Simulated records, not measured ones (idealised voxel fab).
This section sets out a process module, namely voxel self aligned vias.
For reference, the cross-section in this document is cut, with width 260 nm and square cells of 5 nm.
Just so we're on the same page, the cross-sections are grids of square cells, and they're listed out in bands top to bottom, each band one or more rows deep. Look at the band entry: it leads with the top's height and the bottom's height in nm. Then it lists the materials left to right, with a width in nm for each. The word "full width" on a single material says that material fills the band edge to edge. The word "air" is empty space. Height is counted from the level 0, under which the received wafer is composed throughout of one material. The lowest of the bands is not closed at the bottom but continues downward, in the notation "0 and below". Read "30 to 40" as a graded width: first number on top, second number at the bottom, same change between each pair of neighbouring rows. "nothing got changed" means the step left every cell of the cross-section as it was. Entry "Entrapped voids". Content: empty spaces with no open connection to the top, size 8 cells or greater. Each: width x height at distance. Distance: from left edge. Unit: nm. If you see something after the settings on a step's line, that's the simulator's own remark about that step. A step line may carry the setting "overlay nm", which, for steps involving a mask, states the distance by which the mask lay to the right of its intended position; negative values denote displacement to the left.
## Process steps (planned)
step 1: RECEIVE, material Si
step 2: CONFORMAL_DEP, material SiO2, thk nm 10
step 3: CONFORMAL_DEP, material SiCN, thk nm 5
step 4: DIRECTIONAL_DEP, material lowk, thk nm 30
step 5: DIRECTIONAL_DEP, material aC, thk nm 15
step 6: PATTERN, tone open, mask id LINES, material resist, width nm 20, pitch nm 60, thk nm 30, overlay nm 0
step 7: DIRECTIONAL_ETCH, etch materials aC, depth nm 15
step 8: STRIP, etch materials resist
step 9: DIRECTIONAL_ETCH, etch materials lowk, depth nm 30
step 10: STRIP, etch materials aC
step 11: CONFORMAL_DEP, material TiN, thk nm 5
step 12: FILL_DEP, material Ru, thk nm 5
step 13: CMP, height nm 45
step 14: SELECTIVE_ETCH, etch materials W Ru TiN, depth nm 5
step 15: FILL_DEP, material SiN, thk nm 5
step 16: CMP, height nm 45
step 17: DIRECTIONAL_DEP, material lowk, thk nm 20
step 18: MASKED_ETCH, tone open, mask id VIAS, width nm 40, pitch nm 60, etch materials lowk, depth nm 20, overlay nm 0
step 19: MASKED_ETCH, tone open, mask id VIAS, width nm 40, pitch nm 60, etch materials SiN, depth nm 5, overlay nm 0
step 20: CONFORMAL_DEP, material TiN, thk nm 5
step 21: FILL_DEP, material W, thk nm 5
step 22: CMP, height nm 65
step 23: CONFORMAL_DEP, material SiN, thk nm 5
## Incoming wafer, cross-sectional view, post step 1
> 0 and below = Si full width
> Entrapped voids: none
## Sectioned view, first of two wafers, at the close of the module, processed as intended in the plan
> 70 down to 65 = SiN full width
> 65 down to 50 = lowk 80; TiN 5; W 30; TiN 5; lowk 20; TiN 5; W 30; TiN 5; lowk 80
> 50 down to 45 = lowk 80; TiN 15; W 10; TiN 15; lowk 20; TiN 15; W 10; TiN 15; lowk 80
> 45 down to 40 = lowk 90; TiN 20; lowk 40; TiN 20; lowk 90
> 40 down to 20 = lowk 90; TiN 5; Ru 10; TiN 5; lowk 40; TiN 5; Ru 10; TiN 5; lowk 90
> 20 down to 15 = lowk 90; TiN 20; lowk 40; TiN 20; lowk 90
> 15 down to 10 = SiCN full width
> 10 down to 0 = SiO2 full width
> 0 and below = Si full width
> Entrapped voids: none
## End-of-module cross-section of the second wafer: identical starting point and process plan to the first, with one processing mistake
> 70 down to 65 = SiN full width
> 65 down to 50 = lowk 70; TiN 5; W 30; TiN 5; lowk 20; TiN 5; W 30; TiN 5; lowk 90
> 50 down to 45 = lowk 70; TiN 25; W 10; TiN 5; lowk 20; TiN 25; W 10; TiN 5; lowk 90
> 45 down to 40 = lowk 90; TiN 20; lowk 40; TiN 20; lowk 90
> 40 down to 20 = lowk 90; TiN 5; Ru 10; TiN 5; lowk 40; TiN 5; Ru 10; TiN 5; lowk 90
> 20 down to 15 = lowk 90; TiN 20; lowk 40; TiN 20; lowk 90
> 15 down to 10 = SiCN full width
> 10 down to 0 = SiO2 full width
> 0 and below = Si full width
> Entrapped voids: none
Deviation from plan: it should be noted that step 18 was executed with settings other than those planned, the operation and settings actually applied being MASKED_ETCH, tone open, mask id VIAS, width nm 40, pitch nm 60, etch materials lowk, depth nm 20, overlay nm -10
At the end, the second wafer has the same number of cells of each material as the first, but those cells sit in other places.
